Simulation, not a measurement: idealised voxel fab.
The name of this process module is voxel gate over fins.
This is section cut - it's 280 nm across, gridded in 5 nm square cells.
Throughout this document, each cross-section is represented as a grid of square cells and is presented as a sequence of bands enumerated from the top downward, where a band comprises one or more rows of cells. First you get the band's top height and its bottom height, in nm, and then the materials it's made of, left to right, with each width in nm. If you see a single material with "all across", that one covers the band edge to edge. "empty" is empty space. We count height from 0. Below that, the starting wafer is all one material. The lowest band never ends at the bottom but goes on down; see "0 and below" for how that is written. When a width is written as two numbers, as in "30 to 40", the first number is the width in the top row of cells of the band and the second is the width in its bottom row, and the width changes by the same amount from each row to the next. When a step is marked "no modification", none of the cells in the cross-section changed during that step. In "Voids, enclosed" the enclosed voids are listed, meaning empty spaces of 8 cells or larger without any opening to the top. The form is width x height at distance, distance from the left edge, units nm. On a step's line, text after the settings is the simulator commenting on that step. A step line may carry the setting "overlay nm", which, for steps involving a mask, states the distance by which the mask lay to the right of its intended position; negative values denote displacement to the left.
The steps planned for the process are as follows
1. RECEIVE: material Si
2. CONFORMAL_DEP: material SiN, thk nm 10
3. MASKED_ETCH: tone cover, mask id FINS, width nm 15, pitch nm 55, etch materials SiN, depth nm 10, overlay nm 0
4. MASKED_ETCH: tone cover, mask id FINS, width nm 15, pitch nm 55, etch materials Si, depth nm 40, overlay nm 0
5. FILL_DEP: material SiO2, thk nm 15
6. CMP: height nm 10
7. DIRECTIONAL_DEP: material aC, thk nm 10
8. PATTERN: tone open, mask id RAIL, material resist, width nm 15, thk nm 25, overlay nm 0
9. DIRECTIONAL_ETCH: etch materials aC, depth nm 10
10. STRIP: etch materials resist
11. DIRECTIONAL_ETCH: etch materials SiO2, depth nm 45
12. STRIP: etch materials aC
13. CONFORMAL_DEP: material TiN, thk nm 5
14. FILL_DEP: material Ru, thk nm 5
15. CMP: height nm 10
16. SELECTIVE_ETCH: etch materials W Ru TiN, depth nm 30
17. FILL_DEP: material SiO2, thk nm 5
18. CMP: height nm 10
19. SELECTIVE_ETCH: etch materials SiO2, depth nm 25
20. STRIP: etch materials SiN
21. CONFORMAL_DEP: material HfO2, thk nm 5
22. CONFORMAL_DEP: material TiN, thk nm 5
23. CONFORMAL_DEP: material TiAl, thk nm 5
24. CONFORMAL_DEP: material TiN, thk nm 5
25. FILL_DEP: material W, thk nm 15
26. CMP: height nm 30
27. CONFORMAL_DEP: material SiN, thk nm 10
Cross-section of the wafer upon arrival, representing the state reached after step 1
* 0 and below  Si all across
* Voids, enclosed: none
Cross-section taken at module completion on the first of two wafers; processed per the plan
* 40 down to 30  SiN all across
* 30 down to 20  W all across
* 20 down to 15  W (30) / TiN (220) / W (30)
* 15 down to 10  W (30) / TiN (5) / TiAl (45) / TiN (10) / TiAl (45) / TiN (10) / TiAl (45) / TiN (10) / TiAl (45) / TiN (5) / W (30)
* 10 down to 5  W (30) / TiN (5) / TiAl (5) / TiN (35) / TiAl (5) / TiN (10) / TiAl (5) / TiN (35) / TiAl (5) / TiN (10) / TiAl (5) / TiN (35) / TiAl (5) / TiN (10) / TiAl (5) / TiN (35) / TiAl (5) / TiN (5) / W (30)
* 5 down to 0  TiN (35) / TiAl (5) / TiN (5) / HfO2 (25) / TiN (5) / TiAl (5) / TiN (10) / TiAl (5) / TiN (5) / HfO2 (25) / TiN (5) / TiAl (5) / TiN (10) / TiAl (5) / TiN (5) / HfO2 (25) / TiN (5) / TiAl (5) / TiN (10) / TiAl (5) / TiN (5) / HfO2 (25) / TiN (5) / TiAl (5) / TiN (35)
* 0 down to -5  TiAl (40) / TiN (5) / HfO2 (5) / Si (15) / HfO2 (5) / TiN (5) / TiAl (20) / TiN (5) / HfO2 (5) / Si (15) / HfO2 (5) / TiN (5) / TiAl (20) / TiN (5) / HfO2 (5) / Si (15) / HfO2 (5) / TiN (5) / TiAl (20) / TiN (5) / HfO2 (5) / Si (15) / HfO2 (5) / TiN (5) / TiAl (40)
* -5 down to -10  TiN (45) / HfO2 (5) / Si (15) / HfO2 (5) / TiN (30) / HfO2 (5) / Si (15) / HfO2 (5) / TiN (30) / HfO2 (5) / Si (15) / HfO2 (5) / TiN (30) / HfO2 (5) / Si (15) / HfO2 (5) / TiN (45)
* -10 down to -15  HfO2 (50) / Si (15) / HfO2 (40) / Si (15) / HfO2 (40) / Si (15) / HfO2 (40) / Si (15) / HfO2 (50)
* -15 down to -20  SiO2 (50) / Si (15) / SiO2 (40) / Si (15) / SiO2 (40) / Si (15) / SiO2 (40) / Si (15) / SiO2 (50)
* -20 down to -30  SiO2 (50) / Si (15) / SiO2 (10) / TiN (5) / Ru (5) / TiN (5) / SiO2 (15) / Si (15) / SiO2 (40) / Si (15) / SiO2 (40) / Si (15) / SiO2 (50)
* -30 down to -35  SiO2 (50) / Si (15) / SiO2 (10) / TiN (15) / SiO2 (15) / Si (15) / SiO2 (40) / Si (15) / SiO2 (40) / Si (15) / SiO2 (50)
* -35 down to -40  SiO2 (50) / Si (15) / SiO2 (40) / Si (15) / SiO2 (40) / Si (15) / SiO2 (40) / Si (15) / SiO2 (50)
* -40 and below  Si all across
* Voids, enclosed: none
The second wafer, shown in cross-section after the module: started the same way as the first and given the same plan, yet one mistake crept into how it was run
* 40 down to 30  SiN all across
* 30 down to 20  W all across
* 20 down to 15  W (30) / TiN (220) / W (30)
* 15 down to 10  TiN (35) / TiAl (45) / TiN (10) / TiAl (45) / TiN (10) / TiAl (45) / TiN (10) / TiAl (45) / TiN (35)
* 10 down to 5  TiAl (40) / TiN (35) / TiAl (20) / TiN (35) / TiAl (20) / TiN (35) / TiAl (20) / TiN (35) / TiAl (40)
* 5 down to 0  TiN (45) / HfO2 (25) / TiN (30) / HfO2 (25) / TiN (30) / HfO2 (25) / TiN (30) / HfO2 (25) / TiN (45)
* 0 down to -5  HfO2 (50) / Si (15) / HfO2 (40) / Si (15) / HfO2 (40) / Si (15) / HfO2 (40) / Si (15) / HfO2 (50)
* -5 down to -20  SiO2 (50) / Si (15) / SiO2 (40) / Si (15) / SiO2 (40) / Si (15) / SiO2 (40) / Si (15) / SiO2 (50)
* -20 down to -30  SiO2 (50) / Si (15) / SiO2 (10) / TiN (5) / Ru (5) / TiN (5) / SiO2 (15) / Si (15) / SiO2 (40) / Si (15) / SiO2 (40) / Si (15) / SiO2 (50)
* -30 down to -35  SiO2 (50) / Si (15) / SiO2 (10) / TiN (15) / SiO2 (15) / Si (15) / SiO2 (40) / Si (15) / SiO2 (40) / Si (15) / SiO2 (50)
* -35 down to -40  SiO2 (50) / Si (15) / SiO2 (40) / Si (15) / SiO2 (40) / Si (15) / SiO2 (40) / Si (15) / SiO2 (50)
* -40 and below  Si all across
* Voids, enclosed: none
Run error: step 19 did not happen as planned, as run it was SELECTIVE_ETCH: etch materials SiO2, depth nm 15
Final difference in cells, second wafer against first, listed per material as more or fewer: HfO2 -16; SiO2 +88; TiAl -16; TiN -32; W -24
